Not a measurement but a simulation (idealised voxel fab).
This section sets out a process module, namely voxel self aligned contacts.
Section shown: cut. Width: 210 nm. Cell size: 5 nm, square.
We lay out every cross-section as a grid of square cells and spell it out in bands from the top down, where one band means one or more rows of cells. Quick guide to a band line: top height, bottom height (nm) up front; then every material left to right with its width in nm. Only one material and it's marked "everywhere"? Then it fills the band edge to edge. And "empty" just means empty space. For the purposes of this specification, 0 denotes the height below which the wafer in its as-received condition is composed wholly of one material, and the lowermost band, lacking a lower limit, extends downward without end, as expressed in "0 nm and below". A width such as "30 to 40" changes by the same amount from each row of cells to the next, from the band's top row to its bottom row. Basically "stayed the same" means that step didn't change any cell in the cross-section. "Non-vented voids" specifies each empty space that is not open to the top and that occupies no fewer than 8 cells, using the form width x height at distance, the distance measured from the left edge and all three quantities in nm. Post-settings text on a step line: simulator's own remark regarding the step. A step line may carry the setting "overlay nm", which, for steps involving a mask, states the distance by which the mask lay to the right of its intended position; negative values denote displacement to the left.

THE STEPS PLANNED FOR THE PROCESS ARE AS FOLLOWS
step 1: RECEIVE,material Si
step 2: CONFORMAL_DEP,material SiO2,thk nm 5
step 3: DIRECTIONAL_DEP,material polySi,thk nm 20
step 4: DIRECTIONAL_DEP,material SiN,thk nm 15
step 5: DIRECTIONAL_DEP,material aC,thk nm 15
step 6: PATTERN,tone cover,mask id GATE,material resist,width nm 30,pitch nm 55,thk nm 30,overlay nm 0
step 7: DIRECTIONAL_ETCH,etch materials aC,depth nm 15
step 8: STRIP,etch materials resist
step 9: DIRECTIONAL_ETCH,etch materials SiN,depth nm 15
step 10: DIRECTIONAL_ETCH,etch materials polySi,depth nm 20
step 11: STRIP,etch materials aC
step 12: CONFORMAL_DEP,material SiN,thk nm 5
step 13: DIRECTIONAL_ETCH,etch materials SiN,depth nm 5
step 14: FILL_DEP,material SiO2,thk nm 20
step 15: CMP,height nm 50
step 16: DIRECTIONAL_DEP,material aC,thk nm 10
step 17: PATTERN,tone open,mask id CONTACT,material resist,width nm 35,thk nm 30,overlay nm 0
step 18: DIRECTIONAL_ETCH,etch materials aC,depth nm 10
step 19: STRIP,etch materials resist
step 20: DIRECTIONAL_ETCH,etch materials SiO2,depth nm 50
step 21: STRIP,etch materials aC
step 22: CONFORMAL_DEP,material TiN,thk nm 5
step 23: FILL_DEP,material W,thk nm 10
step 24: CMP,height nm 50
step 25: CONFORMAL_DEP,material SiN,thk nm 5

CROSS-SECTIONAL VIEW OF THE WAFER IN ITS AS-RECEIVED CONDITION, CORRESPONDING TO THE STATE AFTER STEP 1
* 0 nm and below: Si everywhere
* Non-vented voids: none

POST-MODULE CROSS-SECTION OF THE FIRST OF TWO WAFERS (RUN PER PLAN)
* 55 nm to 50 nm: SiN everywhere
* 50 nm to 40 nm: SiO2=85, TiN=5 to 15, W=25 to 5, TiN=5 to 15, SiO2=90
* 40 nm to 25 nm: SiO2=55, SiN=40, TiN=5, W=5, TiN=5, SiN=40, SiO2=60
* 25 nm to 5 nm: SiO2=55, SiN=5, polySi=30, SiN=5, TiN=5, W=5, TiN=5, SiN=5, polySi=30, SiN=5, SiO2=60
* 5 nm to 0 nm: SiO2=95, TiN=15, SiO2=100
* 0 nm and below: Si everywhere
* Non-vented voids: none

CROSS-SECTION OF THE LATTER OF THE TWO WAFERS AT MODULE COMPLETION. IT HAD AN IDENTICAL START AND AN IDENTICAL PLAN TO THE FORMER; IN RUNNING IT, ONE MISTAKE WAS MADE
* 55 nm to 50 nm: SiN everywhere
* 50 nm to 40 nm: W=80 to 50, TiN=5 to 35, SiO2=35, TiN=5 to 35, W=85 to 55
* 40 nm to 25 nm: W=50, TiN=5, SiN=40, SiO2=15, SiN=40, TiN=5, W=55
* 25 nm to 5 nm: W=50, TiN=5, SiN=5, polySi=30, SiN=5, SiO2=15, SiN=5, polySi=30, SiN=5, TiN=5, W=55
* 5 nm to 0 nm: TiN=55, SiO2=95, TiN=60
* 0 nm and below: Si everywhere
* Non-vented voids: none
Where did the run depart from the plan? step 17 was not run as planned; what actually ran was PATTERN,tone cover,mask id CONTACT,material resist,width nm 35,thk nm 30,overlay nm 0
FYI, end of process, the second wafer has more or fewer cells of some materials than the first: SiO2: 216 fewer; TiN: 28 more; W: 188 more
